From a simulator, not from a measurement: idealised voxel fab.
Title: Process Module voxel lift off
cross-section cut | 225 nm wide | cells 5 nm
Notation: cross-section as square-cell grid; stated in bands, top first, going down; one or more cell rows per band. For a band, the entry starts with two heights in nm, that of the top and then that of the bottom, and carries on with the band's materials in order from left to right, each alongside its width in nm; the word "throughout" beside a single material means it fills the band edge to edge, and "empty" means empty space. All heights in this document are referenced to 0, defined as the level beneath which the wafer, as received, consists entirely of one material. The lowest band is not bounded below; it extends indefinitely downward and is written in the form "0 nm and below". Read "30..40" as a graded width: first number on top, second number at the bottom, same change between each pair of neighbouring rows. You'll sometimes find "no modification" written for a step, and that's the way of saying that nowhere in the cross-section did a cell change during that step. "Completely sealed voids" means: voids of 8 cells or more that are shut off from the top with no open way through. Written width x height at distance, distance from the left edge, in nm. That trailing text on a step's line, after the settings, is the simulator's own remark on the step. What "overlay nm" on a step's line means: if the step has a mask, that mask lay this far to the right of its planned place, or, when the value is negative, to the left.
### Listed below are the process steps as planned
1: RECEIVE, material Si
2: CONFORMAL_DEP, material Al2O3, thk nm 15
3: PATTERN, tone open, mask id LINES, material resist, width nm 25, pitch nm 40, thk nm 25, overlay nm 0
4: DIRECTIONAL_DEP, material Ru, thk nm 15
5: STRIP, etch materials resist
6: CONFORMAL_DEP, material SiN, thk nm 5
### On the first of the two wafers: run conducted according to plan
### Here's what the wafer looked like in cross-section when it arrived - that's after step 1
  0 nm and below: Si throughout
  Completely sealed voids: none
### The following cross-section depicts the wafer upon completion of step 2
  15 nm to 0 nm: Al2O3 throughout
  Everything under 0 stays put, no change at all.
### The following cross-section depicts the wafer upon completion of step 3
  40 nm to 15 nm: 80 resist, 25 empty, 15 resist, 25 empty, 80 resist
  Everything under 15 stays put, no change at all.
### The following cross-section depicts the wafer upon completion of step 4
  55 nm to 40 nm: 80 Ru, 25 empty, 15 Ru, 25 empty, 80 Ru
  40 nm to 30 nm: 80 resist, 25 empty, 15 resist, 25 empty, 80 resist
  30 nm to 15 nm: 80 resist, 25 Ru, 15 resist, 25 Ru, 80 resist
  Everything under 15 stays put, no change at all.
### The following cross-section depicts the wafer upon completion of step 5
  30 nm to 15 nm: 80 empty, 25 Ru, 15 empty, 25 Ru, 80 empty
  Everything under 15 stays put, no change at all.
### The following cross-section depicts the wafer upon completion of step 6
  35 nm to 30 nm: 75 empty, 35 SiN, 5 empty, 35 SiN, 75 empty
  30 nm to 20 nm: 75 empty, 5 SiN, 25 Ru, 5 SiN, 5 empty, 5 SiN, 25 Ru, 5 SiN, 75 empty
  20 nm to 15 nm: 80 SiN, 25 Ru, 15 SiN, 25 Ru, 80 SiN
  Everything under 15 stays put, no change at all.
### second wafer: like start, like plan, one mistake. Through step 1 it matches the first wafer
### Cross-sectional representation of the second wafer at the time designated in the plan for the completion of step 2
  30 nm to 0 nm: Al2O3 throughout
  Everything under 0 stays put, no change at all.
### Cross-sectional representation of the second wafer at the time designated in the plan for the completion of step 3
  55 nm to 30 nm: 80 resist, 25 empty, 15 resist, 25 empty, 80 resist
  Everything under 30 stays put, no change at all.
### Cross-sectional representation of the second wafer at the time designated in the plan for the completion of step 4
  70 nm to 55 nm: 80 Ru, 25 empty, 15 Ru, 25 empty, 80 Ru
  55 nm to 45 nm: 80 resist, 25 empty, 15 resist, 25 empty, 80 resist
  45 nm to 30 nm: 80 resist, 25 Ru, 15 resist, 25 Ru, 80 resist
  Everything under 30 stays put, no change at all.
### Cross-sectional representation of the second wafer at the time designated in the plan for the completion of step 5
  45 nm to 30 nm: 80 empty, 25 Ru, 15 empty, 25 Ru, 80 empty
  Everything under 30 stays put, no change at all.
### Cross-sectional representation of the second wafer at the time designated in the plan for the completion of step 6
  50 nm to 45 nm: 75 empty, 35 SiN, 5 empty, 35 SiN, 75 empty
  45 nm to 35 nm: 75 empty, 5 SiN, 25 Ru, 5 SiN, 5 empty, 5 SiN, 25 Ru, 5 SiN, 75 empty
  35 nm to 30 nm: 80 SiN, 25 Ru, 15 SiN, 25 Ru, 80 SiN
  Everything under 30 stays put, no change at all.
What was the processing mistake? yeah, plan step 2 got run twice
The closing comparison, in cells, has the second wafer with more or fewer of some materials than the first: Al2O3: 135 more
